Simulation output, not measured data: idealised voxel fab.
Process module heading - voxel ribs on slabs
Xsec cut, 185 nm wide, square cell size 5 nm.
Cross-section spec: square-cell grid; bands listed top down; each band is one or more rows. Top, bottom (nm), then materials left to right with widths (nm); lone material tagged "throughout" fills the whole band edge to edge; "air" = empty space. Heights are reckoned from 0. Under this level, the received wafer is all of one material. The bottommost band is open-ended downward, for example "0 -> down". Read "30 to 40" as a graded width: first number on top, second number at the bottom, same change between each pair of neighbouring rows. When a step is marked "all unchanged", none of the cells in the cross-section changed during that step. So "Closed-off voids" is basically the list of trapped voids: any empty space of 8 cells or more that can't reach the top through an opening. They're written width x height at distance, the distance being from the left edge, and it's all nm. Anything after a step's settings on that line? It's the simulator's own note about the step. overlay nm: mask right of planned place by this much (step with mask). Neg. = left.

### Planned process steps
| 1 | RECEIVE,material Si |
| 2 | DIRECTIONAL_DEP,material SiO2,thk nm 20 |
| 3 | DIRECTIONAL_DEP,material polySi,thk nm 25 |
| 4 | MASKED_ETCH,tone cover,mask id RIB,width nm 30,etch materials polySi,depth nm 20,overlay nm 0 |
| 5 | PATTERN,tone cover,mask id SLAB,material resist,width nm 80,thk nm 20,overlay nm 0 |
| 6 | DIRECTIONAL_ETCH,etch materials polySi,depth nm 5 |
| 7 | STRIP,etch materials resist |
| 8 | FILL_DEP,material SiO2,thk nm 20 |
| 9 | CMP,height nm 50 |
| 10 | DIRECTIONAL_DEP,material TiN,thk nm 5 |
| 11 | MASKED_ETCH,tone cover,mask id HEATER,width nm 40,etch materials TiN,depth nm 5,overlay nm 0 |
| 12 | CONFORMAL_DEP,material SiN,thk nm 5 |
For this document, wafers share an identical start and vary in the step 9 height nm; the plan quotes the first wafer's value.

### Step 1 complete: as-received cross-section of the first of several wafers
* 0 -> down = Si throughout
* Closed-off voids: none

### End of module: cross-section of the first of several wafers after step 12, the last step
* 60 -> 55 = air 65; SiN 50; air 70
* 55 -> 50 = SiN 70; TiN 40; SiN 75
* 50 -> 45 = SiO2 throughout
* 45 -> 25 = SiO2 75; polySi 30; SiO2 80
* 25 -> 20 = SiO2 50; polySi 80; SiO2 55
* 20 -> 0 = SiO2 throughout
* 0 -> down = Si throughout
* Closed-off voids: none

### At the end of the module, the last of several wafers in cross-section
* 75 -> 70 = air 65; SiN 50; air 70
* 70 -> 65 = SiN 70; TiN 40; SiN 75
* 65 -> 45 = SiO2 throughout
* 45 -> 25 = SiO2 75; polySi 30; SiO2 80
* 25 -> 20 = SiO2 50; polySi 80; SiO2 55
* 20 -> 0 = SiO2 throughout
* 0 -> down = Si throughout
* Closed-off voids: none

### Per wafer, end of module: cells gained (+) or lost (-) per material since receipt, then closed voids
height nm 50 | +39 SiN | +330 SiO2 | +8 TiN | +40 polySi | Closed-off voids: none
height nm 55 | +39 SiN | +367 SiO2 | +8 TiN | +40 polySi | Closed-off voids: none
height nm 60 | +39 SiN | +404 SiO2 | +8 TiN | +40 polySi | Closed-off voids: none
height nm 65 | +39 SiN | +441 SiO2 | +8 TiN | +40 polySi | Closed-off voids: none
